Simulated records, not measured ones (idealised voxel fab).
Module name: voxel wiring stack (process module)
Section shown: cut. Width: 175 nm. Cell size: 5 nm, square.
Reading order for cross-sections: top band down to bottom band. Underlying form: a grid of square cells. Band size: one or more rows of cells.
Top, bottom (nm), then materials left to right with widths (nm); lone material tagged "everywhere" fills the whole band edge to edge; "blank" = empty space.
Basically, 0 is our baseline, since under it the wafer straight out of the box is all one material. The bottom band has no lower end and keeps on going down, so it looks like "from 0 down".
You'd read "30..40" like this: the band's top row of cells is as wide as the first number, its bottom row is as wide as the second, and going down, every row changes width by the same amount as the row before did.
Key: "nothing got changed" - step with no changed cell in the cross-section.
"Sealed voids" enumerates empty spaces isolated from the top, with no open way to it, that contain at least 8 cells, giving each as width x height at distance from the left edge, all three in nm.
after a step's settings: what the simulator itself notes on the step
overlay nm: right-of-plan distance of the mask on a masked step; negative values mean left-of-plan.
-- The planned process steps are enumerated hereunder
1. RECEIVE: material Si
2. CONFORMAL_DEP: material SiO2, thk nm 10
3. CONFORMAL_DEP: material SiCN, thk nm 5
4. DIRECTIONAL_DEP: material SiO2, thk nm 25
5. DIRECTIONAL_DEP: material aC, thk nm 15
6. PATTERN: tone open, mask id METAL_1, material resist, width nm 25, pitch nm 40, thk nm 30, overlay nm 0
7. DIRECTIONAL_ETCH: etch materials aC, depth nm 15
8. STRIP: etch materials resist
9. DIRECTIONAL_ETCH: etch materials SiO2, depth nm 25
10. DIRECTIONAL_ETCH: etch materials SiCN, depth nm 5
11. STRIP: etch materials aC
12. CONFORMAL_DEP: material TiN, thk nm 5
13. FILL_DEP: material Ru, thk nm 5
14. CMP: height nm 40
15. EPI: material Ru, thk nm 5
16. FILL_DEP: material SiCN, thk nm 5
17. DIRECTIONAL_DEP: material SiO2, thk nm 25
18. MASKED_ETCH: tone open, mask id METAL_2, width nm 25, pitch nm 40, etch materials SiO2, depth nm 15, overlay nm 0
19. PATTERN: tone open, mask id METAL_2_HOLES, material resist, width nm 15, pitch nm 40, thk nm 15, overlay nm 0
20. DIRECTIONAL_ETCH: etch materials SiO2, depth nm 10
21. DIRECTIONAL_ETCH: etch materials SiCN, depth nm 5
22. STRIP: etch materials resist
23. CONFORMAL_DEP: material TiN, thk nm 5
24. FILL_DEP: material Cu, thk nm 5
25. CMP: height nm 75
26. CONFORMAL_DEP: material SiCN, thk nm 5
-- As-received state of the wafer in cross-section, equivalent to post-step 1
	from 0 down  Si everywhere
	Sealed voids: none
-- Cross-sectional view of the first of the two wafers upon completion of the module, processed in accordance with the plan
	from 80 to 75  SiCN everywhere
	from 75 to 65  SiO2 35; TiN 5; Cu 15; TiN 5; SiO2 15; TiN 5; Cu 15; TiN 5; SiO2 15; TiN 5; Cu 15; TiN 5; SiO2 35
	from 65 to 60  SiO2 35; TiN 5; Cu 5; TiN 15; SiO2 15; TiN 5; Cu 5; TiN 15; SiO2 15; TiN 5; Cu 5; TiN 15; SiO2 35
	from 60 to 50  SiO2 35; TiN 5; Cu 5; TiN 5; SiO2 25; TiN 5; Cu 5; TiN 5; SiO2 25; TiN 5; Cu 5; TiN 5; SiO2 45
	from 50 to 45  SiCN 35; TiN 15; SiCN 25; TiN 15; SiCN 25; TiN 15; SiCN 45
	from 45 to 40  SiCN 30; Ru 35; SiCN 5; Ru 35; SiCN 5; Ru 35; SiCN 30
	from 40 to 15  SiO2 35; TiN 5; Ru 15; TiN 5; SiO2 15; TiN 5; Ru 15; TiN 5; SiO2 15; TiN 5; Ru 15; TiN 5; SiO2 35
	from 15 to 10  SiCN 35; TiN 25; SiCN 15; TiN 25; SiCN 15; TiN 25; SiCN 35
	from 10 to 0  SiO2 everywhere
	from 0 down  Si everywhere
	Sealed voids: none
-- End-of-module cross-section of the second wafer: identical starting point and process plan to the first, with one processing mistake
	from 80 to 75  SiCN everywhere
	from 75 to 65  SiO2 35; TiN 5; Cu 15; TiN 5; SiO2 15; TiN 5; Cu 15; TiN 5; SiO2 15; TiN 5; Cu 15; TiN 5; SiO2 35
	from 65 to 60  SiO2 35; TiN 5; Cu 5; TiN 15; SiO2 15; TiN 5; Cu 5; TiN 15; SiO2 15; TiN 5; Cu 5; TiN 15; SiO2 35
	from 60 to 50  SiO2 35; TiN 5; Cu 5; TiN 5; SiO2 25; TiN 5; Cu 5; TiN 5; SiO2 25; TiN 5; Cu 5; TiN 5; SiO2 45
	from 50 to 45  SiCN 35; TiN 15; SiCN 25; TiN 15; SiCN 25; TiN 15; SiCN 45
	from 45 to 40  Ru everywhere
	from 40 to 35  TiN 40; Ru 15; TiN 25; Ru 15; TiN 25; Ru 15; TiN 40
	from 35 to 10  SiO2 35; TiN 5; Ru 15; TiN 5; SiO2 15; TiN 5; Ru 15; TiN 5; SiO2 15; TiN 5; Ru 15; TiN 5; SiO2 35
	from 10 to 5  SiCN 35; TiN 25; SiCN 15; TiN 25; SiCN 15; TiN 25; SiCN 35
	from 5 to 0  SiO2 everywhere
	from 0 down  Si everywhere
	Sealed voids: none
Where did the run depart from the plan? it should be noted that step 2 was executed with settings other than those planned, the operation and settings actually applied being CONFORMAL_DEP: material SiO2, thk nm 5
Final wafer comparison in cells, second versus first, more or fewer per material: +23 Ru | -14 SiCN | -35 SiO2 | +26 TiN
